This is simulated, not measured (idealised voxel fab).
A process module follows: voxel self aligned contacts.
The cross-section on display is named cut; it measures 285 nm wide, and its cells are 5 nm squares.
Cross-section = grid of square cells, listed top down in bands; band = one or more rows. Per band: top height and bottom height in nm, followed by the left-to-right materials and their widths in nm; "everywhere" marks a single material spanning edge to edge, "air" marks empty space. Heads up on the height convention: 0 is the point under which the incoming wafer is all one material, and the lowest band has no bottom, it just keeps going down, like "from 0 down". Width: "30 to 40" (first number = top row, second number = bottom row, same change from row to row of cells). What does "no alteration" mean for a step? It means no cell of the cross-section changed in that step. Each empty space that has no open way to the top and spans at least 8 cells appears under "Unvented internal voids" as width x height at distance, the distance counted from the left edge, all in nm. Heads up: the bit after the settings on a step's line is the simulator's remark on that step. Among the settings permitted on a step's line is "overlay nm"; applied to a step with a mask, it specifies the extent to which the mask lay to the right of its planned position, whereas a negative figure signifies a position to the left.

**The planned process steps are enumerated hereunder**
| 1 | RECEIVE, material Si |
| 2 | OXIDIZE, depth nm 5 |
| 3 | DIRECTIONAL_DEP, material polySi, thk nm 25 |
| 4 | DIRECTIONAL_DEP, material SiN, thk nm 15 |
| 5 | DIRECTIONAL_DEP, material aC, thk nm 15 |
| 6 | PATTERN, tone cover, mask id GATE, material resist, width nm 25, pitch nm 55, thk nm 30, overlay nm 0 |
| 7 | DIRECTIONAL_ETCH, etch materials aC, depth nm 15 |
| 8 | STRIP, etch materials resist |
| 9 | DIRECTIONAL_ETCH, etch materials SiN, depth nm 15 |
| 10 | DIRECTIONAL_ETCH, etch materials polySi, depth nm 25 |
| 11 | STRIP, etch materials aC |
| 12 | CONFORMAL_DEP, material SiN, thk nm 5 |
| 13 | DIRECTIONAL_ETCH, etch materials SiN, depth nm 5 |
| 14 | FILL_DEP, material SiO2, thk nm 10 |
| 15 | CMP, height nm 45 |
| 16 | MASKED_ETCH, tone open, mask id CONTACT, width nm 40, pitch nm 55, etch materials SiO2, depth nm 50, overlay nm 0 |
| 17 | CONFORMAL_DEP, material TiN, thk nm 5 |
| 18 | FILL_DEP, material W, thk nm 5 |
| 19 | CMP, height nm 45 |
| 20 | CONFORMAL_DEP, material SiN, thk nm 5 |

**Wafer cross-section on receipt, i.e. after step 1**
    from 0 down | Si everywhere
    Unvented internal voids: none

**Cross-section taken at module completion on the first of two wafers; processed per the plan**
    from 50 to 45 | SiN everywhere
    from 45 to 40 | 95 nm SiO2, 15 nm TiN, 10 nm W, 15 nm TiN, 15 nm SiO2, 15 nm TiN, 10 nm W, 15 nm TiN, 95 nm SiO2
    from 40 to 25 | 70 nm SiO2, 35 nm SiN, 5 nm TiN, 10 nm W, 5 nm TiN, 35 nm SiN, 5 nm TiN, 10 nm W, 5 nm TiN, 35 nm SiN, 70 nm SiO2
    from 25 to 0 | 70 nm SiO2, 5 nm SiN, 25 nm polySi, 5 nm SiN, 5 nm TiN, 10 nm W, 5 nm TiN, 5 nm SiN, 25 nm polySi, 5 nm SiN, 5 nm TiN, 10 nm W, 5 nm TiN, 5 nm SiN, 25 nm polySi, 5 nm SiN, 70 nm SiO2
    from 0 to -5 | 105 nm SiO2, 20 nm TiN, 35 nm SiO2, 20 nm TiN, 105 nm SiO2
    from -5 down | Si everywhere
    Unvented internal voids: none

**Now the second wafer, cross-sectioned at the end of the module. Nothing different at the start, nothing different in the plan compared with the first, just one mistake when it was actually run**
    from 50 to 45 | SiN everywhere
    from 45 to 40 | 95 nm SiO2, 15 nm TiN, 10 nm W, 15 nm TiN, 15 nm SiO2, 15 nm TiN, 10 nm W, 15 nm TiN, 95 nm SiO2
    from 40 to 25 | 70 nm SiO2, 35 nm SiN, 5 nm TiN, 10 nm W, 5 nm TiN, 35 nm SiN, 5 nm TiN, 10 nm W, 5 nm TiN, 35 nm SiN, 70 nm SiO2
    from 25 to 0 | 70 nm SiO2, 5 nm SiN, 25 nm polySi, 5 nm SiN, 5 nm TiN, 10 nm W, 5 nm TiN, 5 nm SiN, 25 nm polySi, 5 nm SiN, 5 nm TiN, 10 nm W, 5 nm TiN, 5 nm SiN, 25 nm polySi, 5 nm SiN, 70 nm SiO2
    from 0 to -5 | 105 nm SiO2, 20 nm TiN, 35 nm SiO2, 20 nm TiN, 105 nm SiO2
    from -5 to -15 | SiO2 everywhere
    from -15 down | Si everywhere
    Unvented internal voids: none
Finding, execution versus plan: in deviation from the planned setting, step 2 was conducted as OXIDIZE, depth nm 15
It is noted that, at the conclusion of processing, the second wafer exhibits a higher or lower cell count for certain materials relative to the first: 114 fewer of Si, 114 more of SiO2
